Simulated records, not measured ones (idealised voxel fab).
process module | voxel spacer lines
cross-section cut | 275 nm wide | cells 5 nm
A cross-section is a grid of square cells, given in bands from the top down. A band is one or more rows of cells.
Each band's line starts with the height of the band's top and of its bottom, in nm. Then come its materials from left to right, each with its width in nm. One material with "throughout" fills the band from edge to edge. "air" is empty space.
Height 0 is the level under which the wafer as received is all one material. The lowest band goes on downwards, as in "0 down".
A width such as "30 to 40" changes by the same amount from each row of cells to the next, from the band's top row to its bottom row.
"no change" after a step means that no cell of the cross-section changed.
closed voids: empty space of 8 cells or more with no open way to the top, each as width x height at its distance from the left edge, in nm
after a step's settings: what the simulator itself notes on the step
overlay nm, on a step with a mask: how far to the right of its planned place the mask lay; to the left if negative
plan
1 op RECEIVE | material Si
2 op CONFORMAL_DEP | material SiO2 | thk nm 5
3 op DIRECTIONAL_DEP | material TiN | thk nm 20
4 op DIRECTIONAL_DEP | material polySi | thk nm 30
5 op PATTERN | tone cover | mask id MANDREL | material resist | width nm 15 | pitch nm 60 | thk nm 40 | overlay nm 0
6 op DIRECTIONAL_ETCH | etch materials polySi | depth nm 30
7 op STRIP | etch materials resist
8 op CONFORMAL_DEP | material SiN | thk nm 15
9 op DIRECTIONAL_ETCH | etch materials SiN | depth nm 15
10 op STRIP | etch materials polySi
11 op DIRECTIONAL_ETCH | etch materials TiN | depth nm 20
12 op STRIP | etch materials SiN
as received, after step 1
  0 down: Si throughout
  closed voids: none
first wafer at the end, as planned
  25 to 5: air 55 | TiN 15 | air 15 | TiN 15 | air 15 | TiN 15 | air 15 | TiN 15 | air 15 | TiN 15 | air 15 | TiN 15 | air 55
  5 to 0: SiO2 throughout
  0 down: Si throughout
  closed voids: none
second wafer at the end: like start, like plan, one mistake
  20 to 0: air 55 | TiN 15 | air 15 | TiN 15 | air 15 | TiN 15 | air 15 | TiN 15 | air 15 | TiN 15 | air 15 | TiN 15 | air 55
  0 down: Si throughout
  closed voids: none
what went wrong: step 2 was left out
at the end the second wafer has, in cells: 55 fewer of SiO2
